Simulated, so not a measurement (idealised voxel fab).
process module | voxel fin reveal
The figure presents cross-section cut, which has a width of 210 nm and is divided into square cells with an edge length of 5 nm.
Cross-section spec: square-cell grid; bands listed top down; each band is one or more rows. The band entry comprises the height of the band's top followed by the height of its bottom, expressed in nm, and subsequently the band's materials from left to right, each stated together with its width in nm. Where a single material is marked with the word "throughout", that material fills the band from edge to edge. The word "blank" represents empty space. Note: height 0 marks the level under which the wafer is uniformly one material as received. Lowest band unbounded below, written "z 0 and below". Graded width ("30->40"): value in top row of band = first number; value in bottom row = second number; row-to-row change constant. Where a step carries "all unchanged", the cross-section came out of it unchanged, cell for cell. Entry "Enclosed void inventory". Content: empty spaces with no open connection to the top, size 8 cells or greater. Each: width x height at distance. Distance: from left edge. Unit: nm. What comes after the settings on a step's line is commentary from the simulator itself on that step. "overlay nm", when on a step's line for a step with a mask, measures how far to the right of its planned place the mask lay; a negative measure means to the left.
Here's what the planned process steps look like
1. RECEIVE | material Si
2. CONFORMAL_DEP | material SiN | thk nm 5
3. PATTERN | tone cover | mask id FINS | material resist | width nm 15 | pitch nm 40 | thk nm 20 | overlay nm 0
4. DIRECTIONAL_ETCH | etch materials SiN | depth nm 5
5. DIRECTIONAL_ETCH | etch materials Si | depth nm 35
6. STRIP | etch materials resist
7. FILL_DEP | material SiO2 | thk nm 5
8. CMP | height nm 5
9. SELECTIVE_ETCH | etch materials SiO2 | depth nm 30
10. STRIP | etch materials SiN
11. CONFORMAL_DEP | material HfO2 | thk nm 5
This is the cross-section of the wafer as we received it, i.e. after step 1
    z 0 and below | Si throughout
    Enclosed void inventory: none
Module complete, cross-section. Starting point and plan per above. One mistake made in running the module
    z 0 to -25 | 35 blank, 15 Si, 25 blank, 15 Si, 25 blank, 15 Si, 25 blank, 15 Si, 40 blank
    z -25 to -35 | 35 SiO2, 15 Si, 25 SiO2, 15 Si, 25 SiO2, 15 Si, 25 SiO2, 15 Si, 40 SiO2
    z -35 and below | Si throughout
    Enclosed void inventory: none
Error vs. plan: not run: step 11 of the plan (skipped)
